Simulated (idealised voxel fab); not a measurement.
Process module in this document: voxel air gaps
Shown is cross-section cut, with a width of 215 nm and square cells of size 5 nm.
Heads up, the way a cross-section reads in here is a grid of square cells, handed over as bands from the top down, with every band being one or more rows of cells. This entry defines a band. It first specifies the height of the band's top and the height of its bottom in nm, and then specifies the band's materials from left to right, stating each material with its width in nm. The word "full width" identifies a single material that fills the band from edge to edge, while the word "blank" identifies empty space. Height is counted from the level 0, under which the received wafer is composed throughout of one material. The lowest of the bands is not closed at the bottom but continues downward, in the notation "0 down". Graded width ("30..40"): value in top row of band = first number; value in bottom row = second number; row-to-row change constant. "nothing changed" (step): cross-section cells unchanged, all of them. Entry "Enclosed empty spaces". Content: empty spaces with no open connection to the top, size 8 cells or greater. Each: width x height at distance. Distance: from left edge. Unit: nm. Heads up: the bit after the settings on a step's line is the simulator's remark on that step. overlay nm: right-of-plan distance of the mask on a masked step; negative values mean left-of-plan.
**These are the steps we planned for the process**
step 1: RECEIVE: material Si
step 2: CONFORMAL_DEP: material SiO2, thk nm 10
step 3: CONFORMAL_DEP: material SiCN, thk nm 5
step 4: DIRECTIONAL_DEP: material lowk, thk nm 40
step 5: DIRECTIONAL_DEP: material aC, thk nm 10
step 6: PATTERN: tone open, mask id LINES, material resist, width nm 20, pitch nm 50, thk nm 30, overlay nm 0
step 7: DIRECTIONAL_ETCH: etch materials aC, depth nm 10
step 8: STRIP: etch materials resist
step 9: DIRECTIONAL_ETCH: etch materials lowk, depth nm 40
step 10: STRIP: etch materials aC
step 11: CONFORMAL_DEP: material TiN, thk nm 5
step 12: FILL_DEP: material Cu, thk nm 5
step 13: CMP: height nm 55
step 14: EPI: material Ru, thk nm 10
step 15: SELECTIVE_ETCH: etch materials lowk, depth nm 50
step 16: CONFORMAL_DEP: material SiCN, thk nm 5
**First out of two wafers; run went to plan**
**Cross-section of the wafer upon arrival, representing the state reached after step 1**
    0 down: Si full width
    Enclosed empty spaces: none
**The following cross-section depicts the wafer upon completion of step 2**
    10 to 0: SiO2 full width
    Below 0, no change.
**The following cross-section depicts the wafer upon completion of step 3**
    15 to 10: SiCN full width
    Below 10, no change.
**The following cross-section depicts the wafer upon completion of step 4**
    55 to 15: lowk full width
    Below 15, no change.
**The following cross-section depicts the wafer upon completion of step 5**
    65 to 55: aC full width
    Below 55, no change.
**The following cross-section depicts the wafer upon completion of step 6**
    95 to 65: resist (45)  blank (20)  resist (30)  blank (20)  resist (30)  blank (20)  resist (50)
    Below 65, no change.
**The following cross-section depicts the wafer upon completion of step 7**
    85 to 65: resist (45)  blank (20)  resist (30)  blank (20)  resist (30)  blank (20)  resist (50)
    65 to 55: aC (45)  blank (20)  aC (30)  blank (20)  aC (30)  blank (20)  aC (50)
    Below 55, no change.
**The following cross-section depicts the wafer upon completion of step 8**
    65 to 55: aC (45)  blank (20)  aC (30)  blank (20)  aC (30)  blank (20)  aC (50)
    Below 55, no change.
**The following cross-section depicts the wafer upon completion of step 9**
    65 to 55: aC (45)  blank (20)  aC (30)  blank (20)  aC (30)  blank (20)  aC (50)
    55 to 15: lowk (45)  blank (20)  lowk (30)  blank (20)  lowk (30)  blank (20)  lowk (50)
    Below 15, no change.
**The following cross-section depicts the wafer upon completion of step 10**
    55 to 15: lowk (45)  blank (20)  lowk (30)  blank (20)  lowk (30)  blank (20)  lowk (50)
    Below 15, no change.
**The following cross-section depicts the wafer upon completion of step 11**
    60 to 55: TiN (50)  blank (10)  TiN (40)  blank (10)  TiN (40)  blank (10)  TiN (55)
    55 to 20: lowk (45)  TiN (5)  blank (10)  TiN (5)  lowk (30)  TiN (5)  blank (10)  TiN (5)  lowk (30)  TiN (5)  blank (10)  TiN (5)  lowk (50)
    20 to 15: lowk (45)  TiN (20)  lowk (30)  TiN (20)  lowk (30)  TiN (20)  lowk (50)
    Below 15, no change.
**The following cross-section depicts the wafer upon completion of step 12**
    65 to 60: Cu full width
    60 to 55: TiN (50)  Cu (10)  TiN (40)  Cu (10)  TiN (40)  Cu (10)  TiN (55)
    55 to 20: lowk (45)  TiN (5)  Cu (10)  TiN (5)  lowk (30)  TiN (5)  Cu (10)  TiN (5)  lowk (30)  TiN (5)  Cu (10)  TiN (5)  lowk (50)
    Below 20, no change.
**The following cross-section depicts the wafer upon completion of step 13**
    55 to 20: lowk (45)  TiN (5)  Cu (10)  TiN (5)  lowk (30)  TiN (5)  Cu (10)  TiN (5)  lowk (30)  TiN (5)  Cu (10)  TiN (5)  lowk (50)
    Below 20, no change.
**The following cross-section depicts the wafer upon completion of step 14**
    65 to 55: blank (35)  Ru (40)  blank (10)  Ru (40)  blank (10)  Ru (40)  blank (40)
    Below 55, no change.
**The following cross-section depicts the wafer upon completion of step 15**
    65 to 55: blank (35)  Ru (40)  blank (10)  Ru (40)  blank (10)  Ru (40)  blank (40)
    55 to 20: blank (45)  TiN (5)  Cu (10)  TiN (5)  blank (30)  TiN (5)  Cu (10)  TiN (5)  blank (30)  TiN (5)  Cu (10)  TiN (5)  blank (50)
    20 to 15: blank (45)  TiN (20)  blank (30)  TiN (20)  blank (30)  TiN (20)  blank (50)
    Below 15, no change.
**The following cross-section depicts the wafer upon completion of step 16**
    70 to 65: blank (30)  SiCN (150)  blank (35)
    65 to 55: blank (30)  SiCN (5)  Ru (40)  SiCN (10)  Ru (40)  SiCN (10)  Ru (40)  SiCN (5)  blank (35)
    55 to 50: blank (30)  SiCN (15)  TiN (5)  Cu (10)  TiN (5)  SiCN (30)  TiN (5)  Cu (10)  TiN (5)  SiCN (30)  TiN (5)  Cu (10)  TiN (5)  SiCN (15)  blank (35)
    50 to 20: blank (40)  SiCN (5)  TiN (5)  Cu (10)  TiN (5)  SiCN (5)  blank (20)  SiCN (5)  TiN (5)  Cu (10)  TiN (5)  SiCN (5)  blank (20)  SiCN (5)  TiN (5)  Cu (10)  TiN (5)  SiCN (5)  blank (45)
    20 to 15: SiCN (45)  TiN (20)  SiCN (30)  TiN (20)  SiCN (30)  TiN (20)  SiCN (50)
    Below 15, no change.
    Enclosed empty spaces: 20 x 30 at 70; 20 x 30 at 120
**Second wafer. Start and plan as for the first. One mistake made in running. Agrees with the first up to and including step 12**
**Cross-sectional representation of the second wafer at the time designated in the plan for the completion of step 13**
    60 to 55: TiN (50)  Cu (10)  TiN (40)  Cu (10)  TiN (40)  Cu (10)  TiN (55)
    Below 55, no change.
**Cross-sectional representation of the second wafer at the time designated in the plan for the completion of step 14**
    70 to 60: Ru full width
    Below 60, no change.
Cross-sectional representation of the second wafer at the time designated in the plan for the completion of step 15: nothing changed
**Cross-sectional representation of the second wafer at the time designated in the plan for the completion of step 16**
    75 to 70: SiCN full width
    Below 70, no change.
Which mistake was made when the wafer was run? note that step 13 departed from the planned setting and was carried out as CMP: height nm 60
Count the cells at the end and the second wafer has more or fewer of some materials than the first: +6 Cu | +38 Ru | -84 SiCN | +37 TiN | +248 lowk
The second wafer ends with 0 closed voids, and the first wafer ends with 2.
